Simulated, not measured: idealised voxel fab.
The process module presented herein is designated voxel gate over fins.
Pictured: cross-section cut, 240 nm wide, on a grid of 5 nm square cells.
This document writes a cross-section as a grid whose cells are square, and gives it as bands, listed from the top down; one or more rows of cells form a band. Read a band's entry like this: the first values are the height of its top and the height of its bottom in nm, and what follows is the sequence of materials from left to right, each with its width in nm. Note that "air" is empty space, and that a single material marked "everywhere" reaches across the band from edge to edge. Below 0: as-received wafer, all one material; heights counted from there. Lowest band: no bottom, goes on down, written "from 0 down". With a width like "30 to 40", each row of cells in the band differs from the next by the same amount, the top row carrying the first number and the bottom row the second. When a step is marked "same as before", none of the cells in the cross-section changed during that step. Enclosed voids: empty space of 8 cells or more with no open way to the top, each as width x height at its distance from the left edge, in nm. It should be noted that, on the line of a given step, the content following the step's settings is a remark produced by the simulator itself with respect to that step. A step line may carry the setting "overlay nm", which, for steps involving a mask, states the distance by which the mask lay to the right of its intended position; negative values denote displacement to the left.

**Below is the list of planned process steps**
1,RECEIVE, material Si
2,CONFORMAL_DEP, material SiN, thk nm 10
3,PATTERN, tone cover, mask id FINS, material resist, width nm 15, pitch nm 35, thk nm 15, overlay nm 0
4,DIRECTIONAL_ETCH, etch materials SiN, depth nm 10
5,DIRECTIONAL_ETCH, etch materials Si, depth nm 40
6,STRIP, etch materials resist
7,FILL_DEP, material SiO2, thk nm 10
8,CMP, height nm 10
9,SELECTIVE_ETCH, etch materials SiO2, depth nm 20
10,STRIP, etch materials SiN
11,CONFORMAL_DEP, material HfO2, thk nm 5
12,CONFORMAL_DEP, material TiN, thk nm 5
13,CONFORMAL_DEP, material TiAl, thk nm 5
14,CONFORMAL_DEP, material TiN, thk nm 5
15,FILL_DEP, material W, thk nm 10
16,CMP, height nm 25
17,CONFORMAL_DEP, material SiCN, thk nm 10

**Cross-section of the wafer at receipt, which is the condition after step 1**
from 0 down | Si everywhere
Enclosed voids: none

**Cross-section at module end, one run error; start and plan unchanged from above**
from 35 to 25 | SiCN everywhere
from 25 to 20 | W everywhere
from 20 to 15 | W 55, then TiN 125, then W 60
from 15 to 10 | W 55, then TiN 5, then TiAl 115, then TiN 5, then W 60
from 10 to 5 | TiN 60, then TiAl 5, then TiN 105, then TiAl 5, then TiN 65
from 5 to 0 | TiAl 65, then TiN 5, then SiCN 25, then TiN 10, then SiCN 25, then TiN 10, then SiCN 25, then TiN 5, then TiAl 70
from 0 to -5 | TiN 70, then SiCN 5, then Si 15, then SiCN 5, then TiN 10, then SiCN 5, then Si 15, then SiCN 5, then TiN 10, then SiCN 5, then Si 15, then SiCN 5, then TiN 75
from -5 to -10 | SiCN 75, then Si 15, then SiCN 20, then Si 15, then SiCN 20, then Si 15, then SiCN 80
from -10 to -40 | SiO2 75, then Si 15, then SiO2 20, then Si 15, then SiO2 20, then Si 15, then SiO2 80
from -40 down | Si everywhere
Enclosed voids: none
what went wrong: rather than as planned, step 11 actually ran as CONFORMAL_DEP, material SiCN, thk nm 5
